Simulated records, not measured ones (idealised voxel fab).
The following process module bears the name voxel wiring stack.
200 nm wide, 5 nm square cells: that's cross-section cut.
In what follows, cross-sections appear as grids of square cells, described through bands that run from the top down, where every band is one or more rows of cells.
The entry gives the band's vertical extent as a top height and a bottom height in nm, then its horizontal make-up as materials from left to right, each with a width in nm. "empty" stands for empty space; a single material marked "full width" fills the band edge to edge.
Convention: height 0 is the level below which the wafer, as received, is all one material. The lowest band does not terminate at the bottom but continues downward, represented as "from 0 down".
Width "30..40": first value at the band's top row of cells, second value at its bottom row, equal change from row to row.
Key: "no modifications" - step with no changed cell in the cross-section.
"Enclosed cavities" contains a list of empty spaces, each no smaller than 8 cells and without an open way to the top, written in the form width x height at distance with the distance from the left edge and all three in nm.
The remark found on a step's line after its settings is issued by the simulator itself and pertains to that step.
overlay nm: on a step with a mask, how far right of its planned place the mask lay; negative means left.
The following list gives the planned process steps
| 1 | RECEIVE with material Si |
| 2 | CONFORMAL_DEP with material SiO2, thk nm 15 |
| 3 | DIRECTIONAL_DEP with material TiN, thk nm 5 |
| 4 | DIRECTIONAL_DEP with material W, thk nm 25 |
| 5 | PATTERN with tone cover, mask id METAL_1, material resist, width nm 25, pitch nm 55, thk nm 20, overlay nm 0 |
| 6 | DIRECTIONAL_ETCH with etch materials W, depth nm 25 |
| 7 | DIRECTIONAL_ETCH with etch materials TiN, depth nm 5 |
| 8 | STRIP with etch materials resist |
| 9 | CONFORMAL_DEP with material SiCN, thk nm 5 |
| 10 | FILL_DEP with material lowk, thk nm 5 |
| 11 | CMP with height nm 45 |
| 12 | CONFORMAL_DEP with material SiCN, thk nm 5 |
| 13 | DIRECTIONAL_DEP with material lowk, thk nm 20 |
| 14 | DIRECTIONAL_DEP with material aC, thk nm 15 |
| 15 | PATTERN with tone open, mask id PLUG_1, material resist, width nm 15, thk nm 30, overlay nm 0 |
| 16 | DIRECTIONAL_ETCH with etch materials aC, depth nm 15 |
| 17 | STRIP with etch materials resist |
| 18 | DIRECTIONAL_ETCH with etch materials lowk, depth nm 20 |
| 19 | DIRECTIONAL_ETCH with etch materials SiCN, depth nm 5 |
| 20 | STRIP with etch materials aC |
| 21 | EPI with material Ru, thk nm 10 |
| 22 | EPI with material Ru, thk nm 10 |
| 23 | EPI with material Ru, thk nm 5 |
| 24 | DIRECTIONAL_DEP with material TiN, thk nm 5 |
| 25 | DIRECTIONAL_DEP with material Ru, thk nm 20 |
| 26 | DIRECTIONAL_DEP with material aC, thk nm 15 |
| 27 | PATTERN with tone cover, mask id METAL_2, material resist, width nm 25, pitch nm 55, thk nm 30, overlay nm 0 |
| 28 | DIRECTIONAL_ETCH with etch materials aC, depth nm 15 |
| 29 | STRIP with etch materials resist |
| 30 | DIRECTIONAL_ETCH with etch materials Ru, depth nm 20 |
| 31 | DIRECTIONAL_ETCH with etch materials TiN, depth nm 5 |
| 32 | STRIP with etch materials aC |
| 33 | CONFORMAL_DEP with material SiN, thk nm 5 |
| 34 | FILL_DEP with material SiO2, thk nm 10 |
| 35 | CMP with height nm 95 |
| 36 | CONFORMAL_DEP with material SiCN, thk nm 5 |
| 37 | DIRECTIONAL_DEP with material lowk, thk nm 10 |
| 38 | DIRECTIONAL_DEP with material aC, thk nm 10 |
| 39 | PATTERN with tone open, mask id PLUG_2, material resist, width nm 15, pitch nm 55, thk nm 25, overlay nm 0 |
| 40 | DIRECTIONAL_ETCH with etch materials aC, depth nm 10 |
| 41 | STRIP with etch materials resist |
| 42 | DIRECTIONAL_ETCH with etch materials lowk, depth nm 10 |
| 43 | DIRECTIONAL_ETCH with etch materials SiCN, depth nm 5 |
| 44 | STRIP with etch materials aC |
| 45 | CONFORMAL_DEP with material TiN, thk nm 5 |
| 46 | FILL_DEP with material Ru, thk nm 10 |
| 47 | CMP with height nm 110 |
| 48 | CONFORMAL_DEP with material SiN, thk nm 5 |
| 49 | DIRECTIONAL_DEP with material SiO2, thk nm 25 |
| 50 | PATTERN with tone open, mask id METAL_3, material resist, width nm 25, pitch nm 55, thk nm 20, overlay nm 0 |
| 51 | DIRECTIONAL_ETCH with etch materials SiO2, depth nm 25 |
| 52 | DIRECTIONAL_ETCH with etch materials SiN, depth nm 5 |
| 53 | STRIP with etch materials resist |
| 54 | CONFORMAL_DEP with material TiN, thk nm 5 |
| 55 | FILL_DEP with material Cu, thk nm 10 |
| 56 | CMP with height nm 140 |
| 57 | CONFORMAL_DEP with material SiCN, thk nm 5 |
Wafer at receipt (post step 1), cross-section
> from 0 down | Si full width
> Enclosed cavities: none
Cross-section, end of module. Start: as above. Plan: as above. Execution: one mistake
> from 145 to 140 | SiCN full width
> from 140 to 115 | SiO2 60 | TiN 5 | Cu 15 | TiN 5 | SiO2 30 | TiN 5 | Cu 15 | TiN 5 | SiO2 60
> from 115 to 110 | SiN 60 | TiN 25 | SiN 30 | TiN 25 | SiN 60
> from 110 to 100 | lowk 60 | TiN 5 | Ru 5 | TiN 5 | lowk 40 | TiN 5 | Ru 5 | TiN 5 | lowk 70
> from 100 to 95 | SiCN 60 | TiN 15 | SiCN 40 | TiN 15 | SiCN 70
> from 95 to 75 | SiO2 55 | SiN 5 | Ru 25 | SiN 5 | SiO2 20 | SiN 5 | Ru 25 | SiN 5 | SiO2 55
> from 75 to 70 | SiO2 55 | SiN 5 | TiN 25 | SiN 30 | TiN 25 | SiN 30 | SiO2 30
> from 70 to 50 | SiO2 55 | SiN 5 | lowk 15 | Ru 90 | SiN 5 | SiO2 30
> from 50 to 45 | SiN 60 | SiCN 15 | Ru 90 | SiN 35
> from 45 to 20 | lowk 55 | SiCN 5 | W 25 | SiCN 5 | lowk 20 | SiCN 5 | W 25 | SiCN 5 | lowk 55
> from 20 to 15 | SiCN 60 | TiN 25 | SiCN 30 | TiN 25 | SiCN 60
> from 15 to 0 | SiO2 full width
> from 0 down | Si full width
> Enclosed cavities: none
It is concluded that the wafer was processed incorrectly with respect to the plan, in that step 15 off recipe, ran as PATTERN with tone cover, mask id PLUG_1, material resist, width nm 15, thk nm 30, overlay nm 0
